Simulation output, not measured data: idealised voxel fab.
process module | voxel transistor to metal
cross-section cut | 160 nm wide | cells 5 nm
A cross-section is a grid of square cells, given in bands from the top down. A band is one or more rows of cells.
Each band's line starts with the height of the band's top and of its bottom, in nm. Then come its materials from left to right, each with its width in nm. One material with "throughout" fills the band from edge to edge. "air" is empty space.
Height 0 is the level under which the wafer as received is all one material. The lowest band goes on downwards, as in "0 down".
A width such as "30 to 40" changes by the same amount from each row of cells to the next, from the band's top row to its bottom row.
"no change" after a step means that no cell of the cross-section changed.
closed voids: empty space of 8 cells or more with no open way to the top, each as width x height at its distance from the left edge, in nm
after a step's settings: what the simulator itself notes on the step
overlay nm, on a step with a mask: how far to the right of its planned place the mask lay; to the left if negative
Each pair below shows a cross-section before one step and the cross-section after it, down to the lowest band that changed. The line under each pair gives the step between them, with its settings. The pairs can come from different runs of this module on the same starting wafer, so a pair continues from the pair above only where its "before" says so.
before
  95 to 90: TiN 30 | air 10 | TiN 75 | air 10 | TiN 35
  90 to 80: SiO2 25 | TiN 5 | air 10 | TiN 5 | SiO2 65 | TiN 5 | air 10 | TiN 5 | SiO2 30
  80 to 75: SiO2 25 | TiN 5 | air 5 | TiN 10 | SiO2 65 | TiN 5 | air 5 | TiN 10 | SiO2 30
  75 to 60: SiO2 25 | TiN 5 | air 5 | TiN 5 | SiO2 70 | TiN 5 | air 5 | TiN 5 | SiO2 35
  60 to 55: SiCN 25 | TiN 15 | SiCN 70 | TiN 15 | SiCN 35
  55 to 35: lowk 25 | TiN 5 | Ru 10 | TiN 5 | lowk 65 | TiN 5 | Ru 10 | TiN 5 | lowk 30
  35 to 30: SiN 25 | TiN 20 | SiN 65 | TiN 20 | SiN 30
  30 to 25: SiO2 25 | TiN 5 | Ru 10 | TiN 5 | SiO2 65 | TiN 5 | Ru 10 | TiN 5 | SiO2 30
  25 to 20: SiO2 25 | TiN 20 | SiO2 65 | TiN 20 | SiO2 30
  20 to 15: HfO2 50 | SiN 5 | HfO2 5 | TiN 5 | W 25 | TiN 5 | HfO2 5 | SiN 5 | HfO2 55
  15 to 5: SiO2 50 | SiN 5 | HfO2 5 | TiN 5 | W 25 | TiN 5 | HfO2 5 | SiN 5 | SiO2 55
  5 to 0: SiO2 15 | SiN 5 | SiO2 30 | SiN 5 | HfO2 5 | TiN 35 | HfO2 5 | SiN 5 | SiO2 30 | SiN 5 | SiO2 20
  0 to -5: SiO2 20 | SiGe 5 | SiO2 20 | SiGe 5 | SiO2 5 | HfO2 45 | SiO2 5 | SiGe 5 | SiO2 20 | SiGe 5 | SiO2 25
  -5 to -10: SiO2 15 | Si 5 | SiGe 30 | Si 55 | SiGe 30 | Si 5 | SiO2 20
  -10 to -35: SiO2 15 | Si 125 | SiO2 20
  -35 down: Si throughout
  closed voids: none
after
  105 to 95: Cu throughout
  95 to 90: TiN 30 | Cu 10 | TiN 75 | Cu 10 | TiN 35
  90 to 80: SiO2 25 | TiN 5 | Cu 10 | TiN 5 | SiO2 65 | TiN 5 | Cu 10 | TiN 5 | SiO2 30
  80 to 75: SiO2 25 | TiN 5 | Cu 5 | TiN 10 | SiO2 65 | TiN 5 | Cu 5 | TiN 10 | SiO2 30
  75 to 60: SiO2 25 | TiN 5 | Cu 5 | TiN 5 | SiO2 70 | TiN 5 | Cu 5 | TiN 5 | SiO2 35
  below 60: unchanged
  closed voids: none
the step between: op FILL_DEP | material Cu | thk nm 10
before: the cross-section after the pair above
after
  90 to 80: SiO2 25 | TiN 5 | Cu 10 | TiN 5 | SiO2 65 | TiN 5 | Cu 10 | TiN 5 | SiO2 30
  below 80: unchanged
  closed voids: none
the step between: op CMP | height nm 90
before: the cross-section after the pair above
after
  95 to 90: SiN throughout
  below 90: unchanged
  closed voids: none
the step between: op CONFORMAL_DEP | material SiN | thk nm 5
before
  90 to 60: SiO2 25 | air 15 | SiO2 70 | air 15 | SiO2 35
  60 to 55: SiCN throughout
  55 to 35: lowk 25 | TiN 5 | Ru 10 | TiN 5 | lowk 65 | TiN 5 | Ru 10 | TiN 5 | lowk 30
  35 to 30: SiN 25 | TiN 20 | SiN 65 | TiN 20 | SiN 30
  30 to 15: SiO2 25 | TiN 5 | Ru 10 | TiN 5 | SiO2 65 | TiN 5 | Ru 10 | TiN 5 | SiO2 30
  15 to 5: SiO2 25 | TiN 5 | Ru 10 | TiN 5 | SiO2 5 | SiN 5 | HfO2 5 | TiN 5 | W 25 | TiN 5 | HfO2 5 | SiN 5 | SiO2 5 | TiN 5 | Ru 10 | TiN 5 | SiO2 30
  5 to 0: SiO2 15 | SiN 5 | SiO2 5 | TiN 5 | Ru 10 | TiN 5 | SiO2 5 | SiN 5 | HfO2 5 | TiN 35 | HfO2 5 | SiN 5 | SiO2 5 | TiN 5 | Ru 10 | TiN 5 | SiO2 5 | SiN 5 | SiO2 20
  0 to -5: SiO2 20 | SiGe 5 | TiN 20 | SiGe 5 | SiO2 5 | HfO2 45 | SiO2 5 | SiGe 5 | TiN 20 | SiGe 5 | SiO2 25
  -5 to -10: SiO2 15 | Si 5 | SiGe 30 | Si 55 | SiGe 30 | Si 5 | SiO2 20
  -10 to -35: SiO2 15 | Si 125 | SiO2 20
  -35 down: Si throughout
  closed voids: none
after
  105 to 90: resist 25 | air 25 | resist 60 | air 25 | resist 25
  below 90: unchanged
  closed voids: none
the step between: op PATTERN | tone open | mask id METAL_2 | material resist | width nm 25 | pitch nm 85 | thk nm 15 | overlay nm 0
before: the cross-section after the pair above
after
  105 to 90: resist 25 | air 25 | resist 60 | air 25 | resist 25
  90 to 75: SiO2 25 | air 25 | SiO2 60 | air 25 | SiO2 25
  below 75: unchanged
  closed voids: none
the step between: op DIRECTIONAL_ETCH | etch materials SiO2 | depth nm 15
before: the cross-section after the pair above
after
  105 to 90: resist 25 | air 25 | resist 60 | air 25 | resist 25
  90 to 75: SiO2 25 | air 25 | SiO2 60 | air 25 | SiO2 25
  75 to 60: SiO2 25 | air 15 | SiO2 70 | air 15 | SiO2 35
  60 to 55: SiCN 25 | air 15 | SiCN 70 | air 15 | SiCN 35
  below 55: unchanged
  closed voids: none
the step between: op DIRECTIONAL_ETCH | etch materials SiCN | depth nm 5
before: the cross-section after the pair above
after
  90 to 75: SiO2 25 | air 25 | SiO2 60 | air 25 | SiO2 25
  below 75: unchanged
  closed voids: none
the step between: op STRIP | etch materials resist
before: the cross-section after the pair above
after
  95 to 90: TiN 30 | air 15 | TiN 70 | air 15 | TiN 30
  90 to 80: SiO2 25 | TiN 5 | air 15 | TiN 5 | SiO2 60 | TiN 5 | air 15 | TiN 5 | SiO2 25
  80 to 75: SiO2 25 | TiN 5 | air 5 | TiN 15 | SiO2 60 | TiN 5 | air 5 | TiN 15 | SiO2 25
  75 to 60: SiO2 25 | TiN 5 | air 5 | TiN 5 | SiO2 70 | TiN 5 | air 5 | TiN 5 | SiO2 35
  60 to 55: SiCN 25 | TiN 15 | SiCN 70 | TiN 15 | SiCN 35
  below 55: unchanged
  closed voids: none
the step between: op CONFORMAL_DEP | material TiN | thk nm 5
before: the cross-section after the pair above
after
  105 to 95: Cu throughout
  95 to 90: TiN 30 | Cu 15 | TiN 70 | Cu 15 | TiN 30
  90 to 80: SiO2 25 | TiN 5 | Cu 15 | TiN 5 | SiO2 60 | TiN 5 | Cu 15 | TiN 5 | SiO2 25
  80 to 75: SiO2 25 | TiN 5 | Cu 5 | TiN 15 | SiO2 60 | TiN 5 | Cu 5 | TiN 15 | SiO2 25
  75 to 60: SiO2 25 | TiN 5 | Cu 5 | TiN 5 | SiO2 70 | TiN 5 | Cu 5 | TiN 5 | SiO2 35
  below 60: unchanged
  closed voids: none
the step between: op FILL_DEP | material Cu | thk nm 10
before: the cross-section after the pair above
after
  90 to 80: SiO2 25 | TiN 5 | Cu 15 | TiN 5 | SiO2 60 | TiN 5 | Cu 15 | TiN 5 | SiO2 25
  below 80: unchanged
  closed voids: none
the step between: op CMP | height nm 90
before: the cross-section after the pair above
after
  95 to 90: SiN throughout
  below 90: unchanged
  closed voids: none
the step between: op CONFORMAL_DEP | material SiN | thk nm 5
before
  55 to 35: lowk throughout
  35 to 30: SiN throughout
  30 to 15: SiO2 25 | TiN 5 | Ru 10 | TiN 5 | SiO2 65 | TiN 5 | Ru 10 | TiN 5 | SiO2 30
  15 to 5: SiO2 25 | TiN 5 | Ru 10 | TiN 5 | SiO2 5 | SiN 5 | HfO2 5 | TiN 5 | W 25 | TiN 5 | HfO2 5 | SiN 5 | SiO2 5 | TiN 5 | Ru 10 | TiN 5 | SiO2 30
  5 to 0: SiO2 15 | SiN 5 | SiO2 5 | TiN 5 | Ru 10 | TiN 5 | SiO2 5 | SiN 5 | HfO2 5 | TiN 35 | HfO2 5 | SiN 5 | SiO2 5 | TiN 5 | Ru 10 | TiN 5 | SiO2 5 | SiN 5 | SiO2 20
  0 to -5: SiO2 20 | SiGe 5 | TiN 20 | SiGe 5 | SiO2 5 | HfO2 45 | SiO2 5 | SiGe 5 | TiN 20 | SiGe 5 | SiO2 25
  -5 to -10: SiO2 15 | Si 5 | SiGe 30 | Si 55 | SiGe 30 | Si 5 | SiO2 20
  -10 to -35: SiO2 15 | Si 125 | SiO2 20
  -35 down: Si throughout
  closed voids: none
after
  75 to 55: resist 15 | air 20 | resist 65 | air 20 | resist 40
  below 55: unchanged
  closed voids: none
the step between: op PATTERN | tone open | mask id METAL_1 | material resist | width nm 20 | pitch nm 85 | thk nm 20 | overlay nm -10
before: the cross-section after the pair above
after
  75 to 55: resist 15 | air 20 | resist 65 | air 20 | resist 40
  55 to 35: lowk 15 | air 20 | lowk 65 | air 20 | lowk 40
  below 35: unchanged
  closed voids: none
the step between: op DIRECTIONAL_ETCH | etch materials lowk | depth nm 20
before: the cross-section after the pair above
after
  75 to 55: resist 15 | air 20 | resist 65 | air 20 | resist 40
  55 to 35: lowk 15 | air 20 | lowk 65 | air 20 | lowk 40
  35 to 30: SiN 15 | air 20 | SiN 65 | air 20 | SiN 40
  below 30: unchanged
  closed voids: none
the step between: op DIRECTIONAL_ETCH | etch materials SiN | depth nm 5
before: the cross-section after the pair above
after
  55 to 35: lowk 15 | air 20 | lowk 65 | air 20 | lowk 40
  below 35: unchanged
  closed voids: none
the step between: op STRIP | etch materials resist
before: the cross-section after the pair above
after
  60 to 55: TiN 20 | air 10 | TiN 75 | air 10 | TiN 45
  55 to 35: lowk 15 | TiN 5 | air 10 | TiN 5 | lowk 65 | TiN 5 | air 10 | TiN 5 | lowk 40
  35 to 30: SiN 15 | TiN 20 | SiN 65 | TiN 20 | SiN 40
  below 30: unchanged
  closed voids: none
the step between: op CONFORMAL_DEP | material TiN | thk nm 5
before: the cross-section after the pair above
after
  65 to 60: Ru throughout
  60 to 55: TiN 20 | Ru 10 | TiN 75 | Ru 10 | TiN 45
  55 to 35: lowk 15 | TiN 5 | Ru 10 | TiN 5 | lowk 65 | TiN 5 | Ru 10 | TiN 5 | lowk 40
  below 35: unchanged
  closed voids: none
the step between: op FILL_DEP | material Ru | thk nm 5
before: the cross-section after the pair above
after
  55 to 35: lowk 15 | TiN 5 | Ru 10 | TiN 5 | lowk 65 | TiN 5 | Ru 10 | TiN 5 | lowk 40
  below 35: unchanged
  closed voids: none
the step between: op CMP | height nm 55
before: the cross-section after the pair above
after
  60 to 55: SiCN throughout
  below 55: unchanged
  closed voids: none
the step between: op CONFORMAL_DEP | material SiCN | thk nm 5
before: the cross-section after the pair above
after
  90 to 60: SiO2 throughout
  below 60: unchanged
  closed voids: none
the step between: op DIRECTIONAL_DEP | material SiO2 | thk nm 30
before: the cross-section after the pair above
after
  110 to 90: resist 25 | air 15 | resist 70 | air 15 | resist 35
  below 90: unchanged
  closed voids: none
the step between: op PATTERN | tone open | mask id METAL_2_HOLES | material resist | width nm 15 | pitch nm 85 | thk nm 20 | overlay nm 0
before: the cross-section after the pair above
after
  110 to 90: resist 25 | air 15 | resist 70 | air 15 | resist 35
  90 to 60: SiO2 25 | air 15 | SiO2 70 | air 15 | SiO2 35
  below 60: unchanged
  closed voids: none
the step between: op DIRECTIONAL_ETCH | etch materials SiO2 | depth nm 30
before: the cross-section after the pair above
after
  90 to 60: SiO2 25 | air 15 | SiO2 70 | air 15 | SiO2 35
  below 60: unchanged
  closed voids: none
the step between: op STRIP | etch materials resist
before: the cross-section after the pair above
after
  105 to 90: resist 25 | air 20 | resist 65 | air 20 | resist 30
  below 90: unchanged
  closed voids: none
the step between: op PATTERN | tone open | mask id METAL_2 | material resist | width nm 20 | pitch nm 85 | thk nm 15 | overlay nm 0
before: the cross-section after the pair above
after
  105 to 90: resist 25 | air 20 | resist 65 | air 20 | resist 30
  90 to 75: SiO2 25 | air 20 | SiO2 65 | air 20 | SiO2 30
  below 75: unchanged
  closed voids: none
the step between: op DIRECTIONAL_ETCH | etch materials SiO2 | depth nm 15
before: the cross-section after the pair above
after
  105 to 90: resist 25 | air 20 | resist 65 | air 20 | resist 30
  90 to 75: SiO2 25 | air 20 | SiO2 65 | air 20 | SiO2 30
  75 to 60: SiO2 25 | air 15 | SiO2 70 | air 15 | SiO2 35
  60 to 55: SiCN 25 | air 15 | SiCN 70 | air 15 | SiCN 35
  below 55: unchanged
  closed voids: none
the step between: op DIRECTIONAL_ETCH | etch materials SiCN | depth nm 5
before: the cross-section after the pair above
after
  90 to 75: SiO2 25 | air 20 | SiO2 65 | air 20 | SiO2 30
  below 75: unchanged
  closed voids: none
the step between: op STRIP | etch materials resist
before: the cross-section after the pair above
after
  95 to 90: TiN 30 | air 10 | TiN 75 | air 10 | TiN 35
  90 to 80: SiO2 25 | TiN 5 | air 10 | TiN 5 | SiO2 65 | TiN 5 | air 10 | TiN 5 | SiO2 30
  80 to 75: SiO2 25 | TiN 5 | air 5 | TiN 10 | SiO2 65 | TiN 5 | air 5 | TiN 10 | SiO2 30
  75 to 60: SiO2 25 | TiN 5 | air 5 | TiN 5 | SiO2 70 | TiN 5 | air 5 | TiN 5 | SiO2 35
  60 to 55: SiCN 25 | TiN 15 | SiCN 70 | TiN 15 | SiCN 35
  below 55: unchanged
  closed voids: none
the step between: op CONFORMAL_DEP | material TiN | thk nm 5
before: the cross-section after the pair above
after
  105 to 95: Cu throughout
  95 to 90: TiN 30 | Cu 10 | TiN 75 | Cu 10 | TiN 35
  90 to 80: SiO2 25 | TiN 5 | Cu 10 | TiN 5 | SiO2 65 | TiN 5 | Cu 10 | TiN 5 | SiO2 30
  80 to 75: SiO2 25 | TiN 5 | Cu 5 | TiN 10 | SiO2 65 | TiN 5 | Cu 5 | TiN 10 | SiO2 30
  75 to 60: SiO2 25 | TiN 5 | Cu 5 | TiN 5 | SiO2 70 | TiN 5 | Cu 5 | TiN 5 | SiO2 35
  below 60: unchanged
  closed voids: none
the step between: op FILL_DEP | material Cu | thk nm 10
before: the cross-section after the pair above
after
  90 to 80: SiO2 25 | TiN 5 | Cu 10 | TiN 5 | SiO2 65 | TiN 5 | Cu 10 | TiN 5 | SiO2 30
  below 80: unchanged
  closed voids: none
the step between: op CMP | height nm 90
before: the cross-section after the pair above
after
  95 to 90: SiN throughout
  below 90: unchanged
  closed voids: none
the step between: op CONFORMAL_DEP | material SiN | thk nm 5
before
  60 to 55: TiN 30 | air 10 | TiN 75 | air 10 | TiN 35
  55 to 35: lowk 25 | TiN 5 | air 10 | TiN 5 | lowk 65 | TiN 5 | air 10 | TiN 5 | lowk 30
  35 to 30: SiN 25 | TiN 20 | SiN 65 | TiN 20 | SiN 30
  30 to 15: SiO2 25 | TiN 5 | Ru 10 | TiN 5 | SiO2 65 | TiN 5 | Ru 10 | TiN 5 | SiO2 30
  15 to 5: SiO2 25 | TiN 5 | Ru 10 | TiN 5 | SiO2 5 | SiN 5 | HfO2 5 | TiN 5 | W 25 | TiN 5 | HfO2 5 | SiN 5 | SiO2 5 | TiN 5 | Ru 10 | TiN 5 | SiO2 30
  5 to 0: SiO2 15 | SiN 5 | SiO2 5 | TiN 5 | Ru 10 | TiN 5 | SiO2 5 | SiN 5 | HfO2 5 | TiN 35 | HfO2 5 | SiN 5 | SiO2 5 | TiN 5 | Ru 10 | TiN 5 | SiO2 5 | SiN 5 | SiO2 20
  0 to -5: SiO2 20 | SiGe 5 | TiN 20 | SiGe 5 | SiO2 5 | HfO2 45 | SiO2 5 | SiGe 5 | TiN 20 | SiGe 5 | SiO2 25
  -5 to -10: SiO2 15 | Si 5 | SiGe 30 | Si 55 | SiGe 30 | Si 5 | SiO2 20
  -10 to -35: SiO2 15 | Si 125 | SiO2 20
  -35 down: Si throughout
  closed voids: none
after
  65 to 60: polySi throughout
  60 to 55: TiN 30 | polySi 10 | TiN 75 | polySi 10 | TiN 35
  55 to 35: lowk 25 | TiN 5 | polySi 10 | TiN 5 | lowk 65 | TiN 5 | polySi 10 | TiN 5 | lowk 30
  below 35: unchanged
  closed voids: none
the step between: op FILL_DEP | material polySi | thk nm 5
before: the cross-section after the pair above
after
  55 to 35: lowk 25 | TiN 5 | polySi 10 | TiN 5 | lowk 65 | TiN 5 | polySi 10 | TiN 5 | lowk 30
  below 35: unchanged
  closed voids: none
the step between: op CMP | height nm 55
before: the cross-section after the pair above
after
  60 to 55: SiCN throughout
  below 55: unchanged
  closed voids: none
the step between: op CONFORMAL_DEP | material SiCN | thk nm 5
before: the cross-section after the pair above
after
  90 to 60: SiO2 throughout
  below 60: unchanged
  closed voids: none
the step between: op DIRECTIONAL_DEP | material SiO2 | thk nm 30
before: the cross-section after the pair above
after
  110 to 90: resist 25 | air 15 | resist 70 | air 15 | resist 35
  below 90: unchanged
  closed voids: none
the step between: op PATTERN | tone open | mask id METAL_2_HOLES | material resist | width nm 15 | pitch nm 85 | thk nm 20 | overlay nm 0
before: the cross-section after the pair above
after
  110 to 90: resist 25 | air 15 | resist 70 | air 15 | resist 35
  90 to 60: SiO2 25 | air 15 | SiO2 70 | air 15 | SiO2 35
  below 60: unchanged
  closed voids: none
the step between: op DIRECTIONAL_ETCH | etch materials SiO2 | depth nm 30
before: the cross-section after the pair above
after
  90 to 60: SiO2 25 | air 15 | SiO2 70 | air 15 | SiO2 35
  below 60: unchanged
  closed voids: none
the step between: op STRIP | etch materials resist
before: the cross-section after the pair above
after
  105 to 90: resist 25 | air 20 | resist 65 | air 20 | resist 30
  below 90: unchanged
  closed voids: none
the step between: op PATTERN | tone open | mask id METAL_2 | material resist | width nm 20 | pitch nm 85 | thk nm 15 | overlay nm 0
before: the cross-section after the pair above
after
  105 to 90: resist 25 | air 20 | resist 65 | air 20 | resist 30
  90 to 75: SiO2 25 | air 20 | SiO2 65 | air 20 | SiO2 30
  below 75: unchanged
  closed voids: none
the step between: op DIRECTIONAL_ETCH | etch materials SiO2 | depth nm 15
before: the cross-section after the pair above
after
  105 to 90: resist 25 | air 20 | resist 65 | air 20 | resist 30
  90 to 75: SiO2 25 | air 20 | SiO2 65 | air 20 | SiO2 30
  75 to 60: SiO2 25 | air 15 | SiO2 70 | air 15 | SiO2 35
  60 to 55: SiCN 25 | air 15 | SiCN 70 | air 15 | SiCN 35
  below 55: unchanged
  closed voids: none
the step between: op DIRECTIONAL_ETCH | etch materials SiCN | depth nm 5
before: the cross-section after the pair above
after
  90 to 75: SiO2 25 | air 20 | SiO2 65 | air 20 | SiO2 30
  below 75: unchanged
  closed voids: none
the step between: op STRIP | etch materials resist
before: the cross-section after the pair above
after
  95 to 90: TiN 30 | air 10 | TiN 75 | air 10 | TiN 35
  90 to 80: SiO2 25 | TiN 5 | air 10 | TiN 5 | SiO2 65 | TiN 5 | air 10 | TiN 5 | SiO2 30
  80 to 75: SiO2 25 | TiN 5 | air 5 | TiN 10 | SiO2 65 | TiN 5 | air 5 | TiN 10 | SiO2 30
  75 to 60: SiO2 25 | TiN 5 | air 5 | TiN 5 | SiO2 70 | TiN 5 | air 5 | TiN 5 | SiO2 35
  60 to 55: SiCN 25 | TiN 15 | SiCN 70 | TiN 15 | SiCN 35
  below 55: unchanged
  closed voids: none
the step between: op CONFORMAL_DEP | material TiN | thk nm 5
before: the cross-section after the pair above
after
  105 to 95: Cu throughout
  95 to 90: TiN 30 | Cu 10 | TiN 75 | Cu 10 | TiN 35
  90 to 80: SiO2 25 | TiN 5 | Cu 10 | TiN 5 | SiO2 65 | TiN 5 | Cu 10 | TiN 5 | SiO2 30
  80 to 75: SiO2 25 | TiN 5 | Cu 5 | TiN 10 | SiO2 65 | TiN 5 | Cu 5 | TiN 10 | SiO2 30
  75 to 60: SiO2 25 | TiN 5 | Cu 5 | TiN 5 | SiO2 70 | TiN 5 | Cu 5 | TiN 5 | SiO2 35
  below 60: unchanged
  closed voids: none
the step between: op FILL_DEP | material Cu | thk nm 10
before: the cross-section after the pair above
after
  90 to 80: SiO2 25 | TiN 5 | Cu 10 | TiN 5 | SiO2 65 | TiN 5 | Cu 10 | TiN 5 | SiO2 30
  below 80: unchanged
  closed voids: none
the step between: op CMP | height nm 90
before: the cross-section after the pair above
after
  95 to 90: SiN throughout
  below 90: unchanged
  closed voids: none
the step between: op CONFORMAL_DEP | material SiN | thk nm 5
before
  90 to 60: SiO2 25 | air 15 | SiO2 70 | air 15 | SiO2 35
  60 to 55: SiCN throughout
  55 to 35: lowk 25 | TiN 5 | Ru 10 | TiN 5 | lowk 65 | TiN 5 | Ru 10 | TiN 5 | lowk 30
  35 to 30: SiN 25 | TiN 20 | SiN 65 | TiN 20 | SiN 30
  30 to 15: SiO2 25 | TiN 5 | Ru 10 | TiN 5 | SiO2 65 | TiN 5 | Ru 10 | TiN 5 | SiO2 30
  15 to 5: SiO2 25 | TiN 5 | Ru 10 | TiN 5 | SiO2 5 | SiN 5 | HfO2 5 | TiN 5 | W 25 | TiN 5 | HfO2 5 | SiN 5 | SiO2 5 | TiN 5 | Ru 10 | TiN 5 | SiO2 30
  5 to 0: SiO2 15 | SiN 5 | SiO2 5 | TiN 5 | Ru 10 | TiN 5 | SiO2 5 | SiN 5 | HfO2 5 | TiN 35 | HfO2 5 | SiN 5 | SiO2 5 | TiN 5 | Ru 10 | TiN 5 | SiO2 5 | SiN 5 | SiO2 20
  0 to -5: SiO2 20 | SiGe 5 | TiN 20 | SiGe 5 | SiO2 5 | HfO2 45 | SiO2 5 | SiGe 5 | TiN 20 | SiGe 5 | SiO2 25
  -5 to -10: SiO2 15 | Si 5 | SiGe 30 | Si 55 | SiGe 30 | Si 5 | SiO2 20
  -10 to -35: SiO2 15 | Si 125 | SiO2 20
  -35 down: Si throughout
  closed voids: none
after
  105 to 90: air 25 | resist 20 | air 65 | resist 20 | air 30
  90 to 60: SiO2 25 | resist 15 | SiO2 70 | resist 15 | SiO2 35
  below 60: unchanged
  closed voids: none
the step between: op PATTERN | tone cover | mask id METAL_2 | material resist | width nm 20 | pitch nm 85 | thk nm 15 | overlay nm 0
before: the cross-section after the pair above
after
  105 to 90: air 25 | resist 20 | air 65 | resist 20 | air 30
  90 to 75: air 25 | resist 15 | SiO2 5 | air 65 | resist 15 | SiO2 5 | air 30
  below 75: unchanged
  closed voids: none
the step between: op DIRECTIONAL_ETCH | etch materials SiO2 | depth nm 15
before: the cross-section after the pair above
after
  90 to 75: air 40 | SiO2 5 | air 80 | SiO2 5 | air 30
  75 to 60: SiO2 25 | air 15 | SiO2 70 | air 15 | SiO2 35
  below 60: unchanged
  closed voids: none
the step between: op STRIP | etch materials resist
before: the cross-section after the pair above
after
  95 to 90: air 35 | TiN 15 | air 70 | TiN 15 | air 25
  90 to 80: air 35 | TiN 5 | SiO2 5 | TiN 5 | air 70 | TiN 5 | SiO2 5 | TiN 5 | air 25
  80 to 75: TiN 30 | air 5 | TiN 5 | SiO2 5 | TiN 70 | air 5 | TiN 5 | SiO2 5 | TiN 30
  75 to 65: SiO2 25 | TiN 5 | air 5 | TiN 5 | SiO2 70 | TiN 5 | air 5 | TiN 5 | SiO2 35
  65 to 60: SiO2 25 | TiN 15 | SiO2 70 | TiN 15 | SiO2 35
  below 60: unchanged
  closed voids: none
the step between: op CONFORMAL_DEP | material TiN | thk nm 5
before: the cross-section after the pair above
after
  105 to 95: Cu throughout
  95 to 90: Cu 35 | TiN 15 | Cu 70 | TiN 15 | Cu 25
  90 to 80: Cu 35 | TiN 5 | SiO2 5 | TiN 5 | Cu 70 | TiN 5 | SiO2 5 | TiN 5 | Cu 25
  80 to 75: TiN 30 | Cu 5 | TiN 5 | SiO2 5 | TiN 70 | Cu 5 | TiN 5 | SiO2 5 | TiN 30
  75 to 65: SiO2 25 | TiN 5 | Cu 5 | TiN 5 | SiO2 70 | TiN 5 | Cu 5 | TiN 5 | SiO2 35
  below 65: unchanged
  closed voids: none
the step between: op FILL_DEP | material Cu | thk nm 10
before: the cross-section after the pair above
after
  90 to 80: Cu 35 | TiN 5 | SiO2 5 | TiN 5 | Cu 70 | TiN 5 | SiO2 5 | TiN 5 | Cu 25
  below 80: unchanged
  closed voids: none
the step between: op CMP | height nm 90
before: the cross-section after the pair above
after
  95 to 90: SiN throughout
  below 90: unchanged
  closed voids: none
the step between: op CONFORMAL_DEP | material SiN | thk nm 5
